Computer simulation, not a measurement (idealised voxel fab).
You're looking at the process module voxel self aligned vias.
Pictured: cross-section cut, 295 nm wide, on a grid of 5 nm square cells.
Cross-section format: a grid of square cells, given as bands from top to bottom; each band is one or more rows of cells.
Heights first: top, then bottom, in nm. Then materials, left to right, each with a width in nm. "full width" on a single material: fills the band edge to edge. "air": empty space.
Heights are expressed relative to 0, this being the level below which the as-received wafer comprises one material exclusively. The lowest band is unbounded in the downward direction and is denoted as in "top 0, no bottom".
With a width like "30..40", each row of cells in the band differs from the next by the same amount, the top row carrying the first number and the bottom row the second.
"remained the same" for a step: no cell of the cross-section changed in that step.
"Closed cavity list" - sealed voids, min. 8 cells, no opening to top; format: width x height at distance (distance from left edge; nm throughout).
after a step's settings: what the simulator itself notes on the step
overlay nm: step with mask; distance mask lay right of planned place; negative value = left of planned place.

**The planned process steps are enumerated hereunder**
1 RECEIVE with material Si
2 CONFORMAL_DEP with material SiO2, thk nm 15
3 CONFORMAL_DEP with material SiCN, thk nm 5
4 DIRECTIONAL_DEP with material SiO2, thk nm 20
5 PATTERN with tone open, mask id LINES, material resist, width nm 25, pitch nm 60, thk nm 20, overlay nm 0
6 DIRECTIONAL_ETCH with etch materials SiO2, depth nm 30
7 STRIP with etch materials resist
8 CONFORMAL_DEP with material TiN, thk nm 5
9 FILL_DEP with material W, thk nm 10
10 CMP with height nm 50
11 SELECTIVE_ETCH with etch materials W Ru TiN, depth nm 5
12 FILL_DEP with material SiN, thk nm 10
13 CMP with height nm 50
14 DIRECTIONAL_DEP with material SiO2, thk nm 15
15 DIRECTIONAL_DEP with material aC, thk nm 15
16 PATTERN with tone open, mask id VIAS, material resist, width nm 35, pitch nm 60, thk nm 30, overlay nm 0
17 DIRECTIONAL_ETCH with etch materials aC, depth nm 15
18 STRIP with etch materials resist
19 DIRECTIONAL_ETCH with etch materials SiO2, depth nm 15
20 DIRECTIONAL_ETCH with etch materials SiN, depth nm 5
21 STRIP with etch materials aC
22 CONFORMAL_DEP with material TiN, thk nm 5
23 FILL_DEP with material Cu, thk nm 10
24 CMP with height nm 65
25 CONFORMAL_DEP with material SiN, thk nm 5
For clarity, it should be stated that the wafers under discussion commence in an identical condition and differ with respect to the thk nm of step 4, the plan indicating the value that the first wafer had.

**The first of several wafers as received, shown in cross-section; this is its state after step 1**
> top 0, no bottom | Si full width
> Closed cavity list: none

**Here is the cross-section of the first of several wafers at the end of the module, after its last step, step 25**
> top 70, bottom 65 | SiN full width
> top 65, bottom 50 | 70 nm SiO2, 5 nm TiN, 25 nm Cu, 5 nm TiN, 25 nm SiO2, 5 nm TiN, 25 nm Cu, 5 nm TiN, 25 nm SiO2, 5 nm TiN, 25 nm Cu, 5 nm TiN, 70 nm SiO2
> top 50, bottom 45 | 70 nm SiN, 35 nm TiN, 25 nm SiN, 35 nm TiN, 25 nm SiN, 35 nm TiN, 70 nm SiN
> top 45, bottom 40 | 80 nm TiN, 15 nm W, 45 nm TiN, 15 nm W, 45 nm TiN, 15 nm W, 80 nm TiN
> top 40, bottom 25 | 75 nm SiO2, 5 nm TiN, 15 nm W, 5 nm TiN, 35 nm SiO2, 5 nm TiN, 15 nm W, 5 nm TiN, 35 nm SiO2, 5 nm TiN, 15 nm W, 5 nm TiN, 75 nm SiO2
> top 25, bottom 20 | 75 nm SiO2, 25 nm TiN, 35 nm SiO2, 25 nm TiN, 35 nm SiO2, 25 nm TiN, 75 nm SiO2
> top 20, bottom 15 | SiCN full width
> top 15, bottom 0 | SiO2 full width
> top 0, no bottom | Si full width
> Closed cavity list: none

**Cross-section at module completion, last wafer**
> top 70, bottom 65 | SiN full width
> top 65, bottom 55 | 70 nm SiO2, 5 nm TiN, 25 nm Cu, 5 nm TiN, 25 nm SiO2, 5 nm TiN, 25 nm Cu, 5 nm TiN, 25 nm SiO2, 5 nm TiN, 25 nm Cu, 5 nm TiN, 70 nm SiO2
> top 55, bottom 50 | 70 nm SiO2, 10 nm TiN, 15 nm Cu, 10 nm TiN, 25 nm SiO2, 10 nm TiN, 15 nm Cu, 10 nm TiN, 25 nm SiO2, 10 nm TiN, 15 nm Cu, 10 nm TiN, 70 nm SiO2
> top 50, bottom 45 | 75 nm SiO2, 25 nm TiN, 35 nm SiO2, 25 nm TiN, 35 nm SiO2, 25 nm TiN, 75 nm SiO2
> top 45, bottom 40 | 75 nm SiO2, 5 nm TiN, 15 nm W, 5 nm TiN, 35 nm SiO2, 5 nm TiN, 15 nm W, 5 nm TiN, 35 nm SiO2, 5 nm TiN, 15 nm W, 5 nm TiN, 75 nm SiO2
> top 40, bottom 35 | 75 nm SiO2, 25 nm TiN, 35 nm SiO2, 25 nm TiN, 35 nm SiO2, 25 nm TiN, 75 nm SiO2
> top 35, bottom 20 | SiO2 full width
> top 20, bottom 15 | SiCN full width
> top 15, bottom 0 | SiO2 full width
> top 0, no bottom | Si full width
> Closed cavity list: none

**The rows of the table below are wafers. Looking at the end of the module, a row counts, for every material, the cells the wafer has gained, shown as (+), or lost, shown as (-), since it was received; its closed voids come next**
thk nm 20, +45 Cu, +59 SiCN, +97 SiN, +467 SiO2, +122 TiN, +36 W, Closed cavity list: none
thk nm 25, +45 Cu, +59 SiCN, +97 SiN, +511 SiO2, +78 TiN, +36 W, Closed cavity list: none
thk nm 30, +39 Cu, +59 SiCN, +59 SiN, +555 SiO2, +78 TiN, +36 W, Closed cavity list: none
thk nm 35, +39 Cu, +59 SiCN, +59 SiN, +570 SiO2, +72 TiN, +27 W, Closed cavity list: none
thk nm 40, +39 Cu, +59 SiCN, +59 SiN, +585 SiO2, +66 TiN, +18 W, Closed cavity list: none
thk nm 45, +39 Cu, +59 SiCN, +59 SiN, +600 SiO2, +60 TiN, +9 W, Closed cavity list: none
